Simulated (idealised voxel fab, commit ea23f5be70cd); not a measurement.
process module | voxel capacitor over wiring
cross-section cut | 155 nm wide | cells 5 nm
A cross-section is a grid of square cells, given in bands from the top down. A band is one or more rows of cells.
Each band's line starts with the height of the band's top and of its bottom, in nm. Then come its materials from left to right, each with its width in nm. One material with "throughout" fills the band from edge to edge. "air" is empty space.
Height 0 is the level under which the wafer as received is all one material. The lowest band goes on downwards, as in "0 down".
A width such as "30 to 40" changes by the same amount from each row of cells to the next, from the band's top row to its bottom row.
"no change" after a step means that no cell of the cross-section changed.
closed voids: empty space of 8 cells or more with no open way to the top, each as width x height at its distance from the left edge, in nm
after a step's settings: what the simulator itself notes on the step
overlay nm, on a step with a mask: how far to the right of its planned place the mask lay; to the left if negative
plan
1 op RECEIVE | material Si
2 op CONFORMAL_DEP | material SiO2 | thk nm 15
3 op CONFORMAL_DEP | material SiCN | thk nm 5
4 op DIRECTIONAL_DEP | material SiO2 | thk nm 20
5 op DIRECTIONAL_DEP | material aC | thk nm 10
6 op PATTERN | tone open | mask id METAL_1 | material resist | width nm 30 | pitch nm 85 | thk nm 30 | overlay nm 0
7 op DIRECTIONAL_ETCH | etch materials aC | depth nm 10
8 op STRIP | etch materials resist
9 op DIRECTIONAL_ETCH | etch materials SiO2 | depth nm 20
10 op DIRECTIONAL_ETCH | etch materials SiCN | depth nm 5
11 op STRIP | etch materials aC
12 op CONFORMAL_DEP | material TiN | thk nm 5
13 op FILL_DEP | material Cu | thk nm 10
14 op CMP | height nm 40
15 op EPI | material Ru | thk nm 5
16 op FILL_DEP | material SiCN | thk nm 5
17 op DIRECTIONAL_DEP | material lowk | thk nm 20
18 op DIRECTIONAL_DEP | material aC | thk nm 10
19 op PATTERN | tone open | mask id PLUG_1 | material resist | width nm 15 | thk nm 30 | overlay nm 0
20 op DIRECTIONAL_ETCH | etch materials aC | depth nm 10
21 op STRIP | etch materials resist
22 op DIRECTIONAL_ETCH | etch materials lowk | depth nm 20
23 op DIRECTIONAL_ETCH | etch materials SiCN | depth nm 5
24 op STRIP | etch materials aC
25 op EPI | material Ru | thk nm 10
26 op EPI | material Ru | thk nm 10
27 op EPI | material Ru | thk nm 5
28 op DIRECTIONAL_DEP | material TiN | thk nm 5
29 op DIRECTIONAL_DEP | material HfO2 | thk nm 5
30 op DIRECTIONAL_DEP | material TiN | thk nm 5
31 op PATTERN | tone cover | mask id UPPER_PLATE | material resist | width nm 60 | thk nm 15 | overlay nm 0
32 op DIRECTIONAL_ETCH | etch materials TiN | depth nm 5
33 op DIRECTIONAL_ETCH | etch materials HfO2 | depth nm 5
34 op STRIP | etch materials resist
35 op DIRECTIONAL_DEP | material aC | thk nm 15
36 op PATTERN | tone cover | mask id LOWER_PLATE | material resist | width nm 70 | thk nm 35 | overlay nm 0
37 op DIRECTIONAL_ETCH | etch materials aC | depth nm 15
38 op STRIP | etch materials resist
39 op DIRECTIONAL_ETCH | etch materials TiN | depth nm 5
40 op STRIP | etch materials aC
41 op FILL_DEP | material SiO2 | thk nm 15
42 op CMP | height nm 95
43 op MASKED_ETCH | tone open | mask id PLUG_2 | width nm 15 | etch materials SiO2 | depth nm 10 | overlay nm 0
44 op CONFORMAL_DEP | material TiN | thk nm 5
45 op FILL_DEP | material W | thk nm 10
46 op CMP | height nm 95
47 op CONFORMAL_DEP | material SiCN | thk nm 5
as received, after step 1
  0 down: Si throughout
  closed voids: none
first wafer at the end, as planned
  100 to 95: SiCN throughout
  95 to 90: SiO2 45 | TiN 5 | W 5 | TiN 5 | SiO2 95
  90 to 80: SiO2 45 to 35 | TiN 15 to 60 | SiO2 95 to 60
  80 to 75: SiO2 35 | HfO2 60 | SiO2 60
  75 to 70: SiO2 30 | TiN 70 | SiO2 55
  70 to 50: lowk 35 | Ru 15 | lowk 105
  50 to 45: SiCN 35 | Ru 15 | SiCN 105
  45 to 40: SiCN 15 | Ru 40 | SiCN 45 | Ru 40 | SiCN 15
  40 to 20: SiO2 20 | TiN 5 | Cu 20 | TiN 5 | SiO2 55 | TiN 5 | Cu 20 | TiN 5 | SiO2 20
  20 to 15: SiCN 20 | TiN 30 | SiCN 55 | TiN 30 | SiCN 20
  15 to 0: SiO2 throughout
  0 down: Si throughout
  closed voids: none
second wafer at the end: like start, like plan, one mistake
  100 to 95: SiCN throughout
  95 to 85: SiO2 45 to 35 | TiN 15 to 25 | SiO2 95
  85 to 80: SiO2 35 | HfO2 20 | TiN 40 | SiO2 60
  80 to 75: SiO2 30 | TiN 25 | HfO2 40 | SiO2 60
  75 to 70: SiO2 30 | Ru 25 | TiN 45 | SiO2 55
  70 to 50: lowk 35 | Ru 15 | lowk 105
  50 to 45: Cu throughout
  45 to 40: Cu 15 | Ru 40 | Cu 45 | Ru 40 | Cu 15
  40 to 20: SiO2 20 | TiN 5 | Cu 20 | TiN 5 | SiO2 55 | TiN 5 | Cu 20 | TiN 5 | SiO2 20
  20 to 15: SiCN 20 | TiN 30 | SiCN 55 | TiN 30 | SiCN 20
  15 to 0: SiO2 throughout
  0 down: Si throughout
  closed voids: none
what went wrong: step 16 ran as: op FILL_DEP | material Cu | thk nm 5
at the end the second wafer has, in cells: 46 more of Cu | 2 more of Ru | 43 fewer of SiCN | 3 fewer of SiO2 | 1 fewer of TiN | 1 fewer of W
